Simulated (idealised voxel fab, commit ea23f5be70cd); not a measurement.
This section sets out a process module, namely voxel ribs on slabs.
cross-section cut | 260 nm wide | cells 5 nm
This document writes a cross-section as a grid whose cells are square, and gives it as bands, listed from the top down; one or more rows of cells form a band. Heights first: top, then bottom, in nm. Then materials, left to right, each with a width in nm. "everywhere" on a single material: fills the band edge to edge. "air": empty space. Basically, 0 is our baseline, since under it the wafer straight out of the box is all one material. The bottom band has no lower end and keeps on going down, so it looks like "0 and below". The two numbers in a width such as "30->40" mark its ends across the band: the first belongs to the top row of cells, the second to the bottom row, and from each row to the next the width moves by the same amount. Take "no alterations made" at face value: in the step it is given for, the cross-section changed in none of its cells. "Enclosed voids" contains a list of empty spaces, each no smaller than 8 cells and without an open way to the top, written in the form width x height at distance with the distance from the left edge and all three in nm. Formally, on a step line, whatever follows the settings is a remark that the simulator itself makes on the step. overlay nm: right-of-plan distance of the mask on a masked step; negative values mean left-of-plan.

Intended process steps
1: RECEIVE: material Si
2: DIRECTIONAL_DEP: material SiO2, thk nm 25
3: DIRECTIONAL_DEP: material SiN, thk nm 20
4: DIRECTIONAL_DEP: material aC, thk nm 15
5: PATTERN: tone cover, mask id RIB, material resist, width nm 25, thk nm 30, overlay nm 0
6: DIRECTIONAL_ETCH: etch materials aC, depth nm 15
7: STRIP: etch materials resist
8: DIRECTIONAL_ETCH: etch materials SiN, depth nm 15
9: STRIP: etch materials aC
10: DIRECTIONAL_DEP: material aC, thk nm 10
11: PATTERN: tone cover, mask id SLAB, material resist, width nm 75, thk nm 30, overlay nm 0
12: DIRECTIONAL_ETCH: etch materials aC, depth nm 10
13: STRIP: etch materials resist
14: DIRECTIONAL_ETCH: etch materials SiN, depth nm 5
15: STRIP: etch materials aC
16: FILL_DEP: material SiO2, thk nm 25
17: CMP: height nm 65
18: DIRECTIONAL_DEP: material TiN, thk nm 10
19: MASKED_ETCH: tone cover, mask id HEATER, width nm 35, etch materials TiN, depth nm 10, overlay nm 0
20: CONFORMAL_DEP: material SiO2, thk nm 5

The cross-section here shows the wafer as received, i.e. in its state after step 1
  0 and below: Si everywhere
  Enclosed voids: none

Here's the cross-section of the first of our two wafers at the end of the module - it ran as planned
  80 down to 75: air: 105  SiO2: 45  air: 110
  75 down to 70: air: 105  SiO2: 5  TiN: 35  SiO2: 5  air: 110
  70 down to 65: SiO2: 110  TiN: 35  SiO2: 115
  65 down to 45: SiO2 everywhere
  45 down to 30: SiO2: 115  SiN: 25  SiO2: 120
  30 down to 25: SiO2: 90  SiN: 75  SiO2: 95
  25 down to 0: SiO2 everywhere
  0 and below: Si everywhere
  Enclosed voids: none

So this is wafer number two of the two, cut at the end of the module - it started where the first did and had the same plan, we just got one thing wrong running it
  80 down to 75: air: 105  SiO2: 45  air: 110
  75 down to 70: air: 105  SiO2: 5  TiN: 35  SiO2: 5  air: 110
  70 down to 65: SiO2: 110  TiN: 35  SiO2: 115
  65 down to 20: SiO2 everywhere
  20 down to 0: SiN everywhere
  0 and below: Si everywhere
  Enclosed voids: none
Error vs. plan: mixed up steps 2 and 3 - ran each in the other's place
The final cell counts differ between the wafers, with the second having more or fewer of some materials than the first: +178 SiN; -178 SiO2
